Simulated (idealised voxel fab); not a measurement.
Process module heading - voxel released beams
The width of the displayed cross-section, cut, is 260 nm; its cells are square, with a size of 5 nm.
A cross-section is written here as square cells arranged in a grid, and it is given in bands from the top down, each band taking up one or more rows of cells. A band entry consists of two parts. The first gives the height of the band's top and the height of its bottom, in nm. The rest lists the band's materials from left to right, each with its width in nm. A single material labelled with the word "throughout" fills the band from edge to edge, and the word "blank" marks empty space. Heights from 0 (as-received wafer is one material below). Bottom band endless downward, as "0 down". Note: "30..40" means the width goes from the first number (top row of the band) to the second number (bottom row) in equal steps per row of cells. A step reported as "nothing different" is a step in which no cell of the cross-section changed. What "Enclosed cavities" gives you is every empty space of 8 cells or more that is cut off from the top. Each appears as width x height at distance, with the distance taken from the left edge and width, height and distance all in nm. It should be noted that, on the line of a given step, the content following the step's settings is a remark produced by the simulator itself with respect to that step. Regarding "overlay nm": on a step with a mask, it is the distance the mask lay to the right of its planned place; a negative value places it to the left.

# These are the steps we planned for the process
1) RECEIVE: material Si
2) CONFORMAL_DEP: material Al2O3, thk nm 5
3) DIRECTIONAL_DEP: material SiO2, thk nm 10
4) PATTERN: tone open, mask id ANCHOR, material resist, width nm 25, thk nm 20, overlay nm 0
5) DIRECTIONAL_ETCH: etch materials SiO2, depth nm 10
6) STRIP: etch materials resist
7) CONFORMAL_DEP: material SiN, thk nm 10
8) DIRECTIONAL_DEP: material aC, thk nm 15
9) PATTERN: tone cover, mask id BEAM, material resist, width nm 90, thk nm 35, overlay nm 0
10) DIRECTIONAL_ETCH: etch materials aC, depth nm 15
11) STRIP: etch materials resist
12) DIRECTIONAL_ETCH: etch materials SiN, depth nm 10
13) STRIP: etch materials aC
14) STRIP: etch materials SiO2
The width nm used in step 4 is not the same on every wafer, whereas the starting condition is; the value printed in the plan is the first wafer's.

# The first of several wafers as received, shown in cross-section; this is its state after step 1
0 down | Si throughout
Enclosed cavities: none

# Cross-section, first of several wafers, end of module, after last step 14
25 to 15 | blank 80 nm; SiN 20 nm; blank 5 nm; SiN 65 nm; blank 90 nm
15 to 5 | blank 90 nm; SiN 25 nm; blank 145 nm
5 to 0 | Al2O3 throughout
0 down | Si throughout
Enclosed cavities: none

# Last wafer of the set, cross-sectioned at end of module
25 to 15 | blank 80 nm; SiN 10 nm; blank 30 nm; SiN 50 nm; blank 90 nm
15 to 5 | blank 80 nm; SiN 50 nm; blank 130 nm
5 to 0 | Al2O3 throughout
0 down | Si throughout
Enclosed cavities: none

# Below: a row per wafer. Contents at end of module: for every material, cells gained since receipt (+) or lost since receipt (-); then closed voids
width nm 25; +52 Al2O3; +44 SiN; Enclosed cavities: none
width nm 30; +52 Al2O3; +44 SiN; Enclosed cavities: none
width nm 35; +52 Al2O3; +44 SiN; Enclosed cavities: none
width nm 40; +52 Al2O3; +44 SiN; Enclosed cavities: none
width nm 45; +52 Al2O3; +44 SiN; Enclosed cavities: none
width nm 50; +52 Al2O3; +44 SiN; Enclosed cavities: none
